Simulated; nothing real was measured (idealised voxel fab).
This is a process module. Its name is voxel ribs on slabs.
cross-section cut | 255 nm wide | cells 5 nm
How to read a cross-section here: the picture is a grid of square cells, written as bands going from the top down, and any band can span one or more rows of cells.
Each band's line starts with the height of the band's top and of its bottom, in nm. Then come its materials from left to right, each with its width in nm. One material with "throughout" fills the band from edge to edge. "air" is empty space.
Below 0: as-received wafer, all one material; heights counted from there. Lowest band: no bottom, goes on down, written "top 0, no bottom".
Think of "30..40" as a width that walks from the first number to the second as you go down the band, top row to bottom row, taking equal-sized steps from row to row.
For the purposes of this document, the phrase "nothing changed" attached to a step denotes that no cell within the cross-section was modified by that step.
Any empty space of 8 cells or more lacking an open way to the top shows up in "Trapped cavities" as width x height at distance, distance from the left edge, in nm.
after a step's settings: what the simulator itself notes on the step
overlay nm: how far to the right of its planned place the mask lay on this masked step (negative: to the left).

### Here's what the planned process steps look like
| 1 | RECEIVE | material Si |
| 2 | DIRECTIONAL_DEP | material SiO2 | thk nm 30 |
| 3 | DIRECTIONAL_DEP | material polySi | thk nm 25 |
| 4 | MASKED_ETCH | tone cover | mask id RIB | width nm 25 | etch materials polySi | depth nm 15 | overlay nm 0 |
| 5 | MASKED_ETCH | tone cover | mask id SLAB | width nm 75 | etch materials polySi | depth nm 10 | overlay nm 0 |
| 6 | FILL_DEP | material SiO2 | thk nm 15 |
| 7 | CMP | height nm 65 |
| 8 | DIRECTIONAL_DEP | material TiN | thk nm 10 |
| 9 | PATTERN | tone cover | mask id HEATER | material resist | width nm 35 | thk nm 15 | overlay nm 0 |
| 10 | DIRECTIONAL_ETCH | etch materials TiN | depth nm 10 |
| 11 | STRIP | etch materials resist |
| 12 | CONFORMAL_DEP | material SiO2 | thk nm 5 |

### Cross-section of the incoming wafer, state after step 1
    top 0, no bottom  Si throughout
    Trapped cavities: none

### Here's the wafer cut in cross-section after the module, started and planned just like above, except one thing was done wrong in the run
    top 80, bottom 75  air 105 nm, SiO2 45 nm, air 105 nm
    top 75, bottom 70  air 105 nm, SiO2 5 nm, TiN 35 nm, SiO2 5 nm, air 105 nm
    top 70, bottom 65  SiO2 110 nm, TiN 35 nm, SiO2 110 nm
    top 65, bottom 55  SiO2 90 nm, polySi 75 nm, SiO2 90 nm
    top 55, bottom 30  polySi throughout
    top 30, bottom 0  SiO2 throughout
    top 0, no bottom  Si throughout
    Trapped cavities: none
Which mistake was made when the wafer was run? yeah, plan step 3 got run twice
